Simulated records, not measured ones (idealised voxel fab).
process module | voxel plated lines
cross-section cut | 225 nm wide | cells 5 nm
A cross-section is a grid of square cells, given in bands from the top down. A band is one or more rows of cells.
Each band's line starts with the height of the band's top and of its bottom, in nm. Then come its materials from left to right, each with its width in nm. One material with "throughout" fills the band from edge to edge. "air" is empty space.
Height 0 is the level under which the wafer as received is all one material. The lowest band goes on downwards, as in "0 down".
A width such as "30 to 40" changes by the same amount from each row of cells to the next, from the band's top row to its bottom row.
"no change" after a step means that no cell of the cross-section changed.
closed voids: empty space of 8 cells or more with no open way to the top, each as width x height at its distance from the left edge, in nm
after a step's settings: what the simulator itself notes on the step
overlay nm, on a step with a mask: how far to the right of its planned place the mask lay; to the left if negative
plan
1 op RECEIVE | material Si
2 op CONFORMAL_DEP | material SiN | thk nm 10
3 op DIRECTIONAL_DEP | material TiN | thk nm 5
4 op PATTERN | tone open | mask id LINES | material resist | width nm 30 | pitch nm 45 | thk nm 40 | overlay nm 0
5 op EPI | material Ru | thk nm 5
6 op EPI | material Ru | thk nm 10
7 op EPI | material Ru | thk nm 5
8 op STRIP | etch materials resist
9 op DIRECTIONAL_ETCH | etch materials TiN | depth nm 5
10 op CONFORMAL_DEP | material SiO2 | thk nm 10
first wafer, as planned
as received, after step 1
  0 down: Si throughout
  closed voids: none
after step 2
  10 to 0: SiN throughout
  below 0: unchanged
after step 3
  15 to 10: TiN throughout
  below 10: unchanged
after step 4
  55 to 15: resist 75 | air 30 | resist 15 | air 30 | resist 75
  below 15: unchanged
after step 5
  55 to 20: resist 75 | air 30 | resist 15 | air 30 | resist 75
  20 to 15: resist 75 | Ru 30 | resist 15 | Ru 30 | resist 75
  below 15: unchanged
after step 6
  55 to 30: resist 75 | air 30 | resist 15 | air 30 | resist 75
  30 to 15: resist 75 | Ru 30 | resist 15 | Ru 30 | resist 75
  below 15: unchanged
after step 7
  55 to 35: resist 75 | air 30 | resist 15 | air 30 | resist 75
  35 to 15: resist 75 | Ru 30 | resist 15 | Ru 30 | resist 75
  below 15: unchanged
after step 8
  35 to 15: air 75 | Ru 30 | air 15 | Ru 30 | air 75
  below 15: unchanged
after step 9
  35 to 15: air 75 | Ru 30 | air 15 | Ru 30 | air 75
  15 to 10: air 75 | TiN 30 | air 15 | TiN 30 | air 75
  below 10: unchanged
after step 10
  45 to 35: air 65 | SiO2 95 | air 65
  35 to 20: air 65 | SiO2 10 | Ru 30 | SiO2 15 | Ru 30 | SiO2 10 | air 65
  20 to 15: SiO2 75 | Ru 30 | SiO2 15 | Ru 30 | SiO2 75
  15 to 10: SiO2 75 | TiN 30 | SiO2 15 | TiN 30 | SiO2 75
  below 10: unchanged
second wafer: like start, like plan, one mistake. Through step 3 it matches the first wafer
when step 4 should have ended
  55 to 15: resist 80 | air 20 | resist 25 | air 20 | resist 80
  below 15: unchanged
when step 5 should have ended
  55 to 20: resist 80 | air 20 | resist 25 | air 20 | resist 80
  20 to 15: resist 80 | Ru 20 | resist 25 | Ru 20 | resist 80
  below 15: unchanged
when step 6 should have ended
  55 to 30: resist 80 | air 20 | resist 25 | air 20 | resist 80
  30 to 15: resist 80 | Ru 20 | resist 25 | Ru 20 | resist 80
  below 15: unchanged
when step 7 should have ended
  55 to 35: resist 80 | air 20 | resist 25 | air 20 | resist 80
  35 to 15: resist 80 | Ru 20 | resist 25 | Ru 20 | resist 80
  below 15: unchanged
when step 8 should have ended
  35 to 15: air 80 | Ru 20 | air 25 | Ru 20 | air 80
  below 15: unchanged
when step 9 should have ended
  35 to 15: air 80 | Ru 20 | air 25 | Ru 20 | air 80
  15 to 10: air 80 | TiN 20 | air 25 | TiN 20 | air 80
  below 10: unchanged
when step 10 should have ended
  45 to 35: air 70 | SiO2 40 | air 5 | SiO2 40 | air 70
  35 to 20: air 70 | SiO2 10 | Ru 20 | SiO2 10 | air 5 | SiO2 10 | Ru 20 | SiO2 10 | air 70
  20 to 15: SiO2 80 | Ru 20 | SiO2 25 | Ru 20 | SiO2 80
  15 to 10: SiO2 80 | TiN 20 | SiO2 25 | TiN 20 | SiO2 80
  below 10: unchanged
what went wrong: step 4 ran as: op PATTERN | tone open | mask id LINES | material resist | width nm 20 | pitch nm 45 | thk nm 40 | overlay nm 0
at the end the second wafer has, in cells: 16 fewer of Ru | 5 more of SiO2 | 4 fewer of TiN
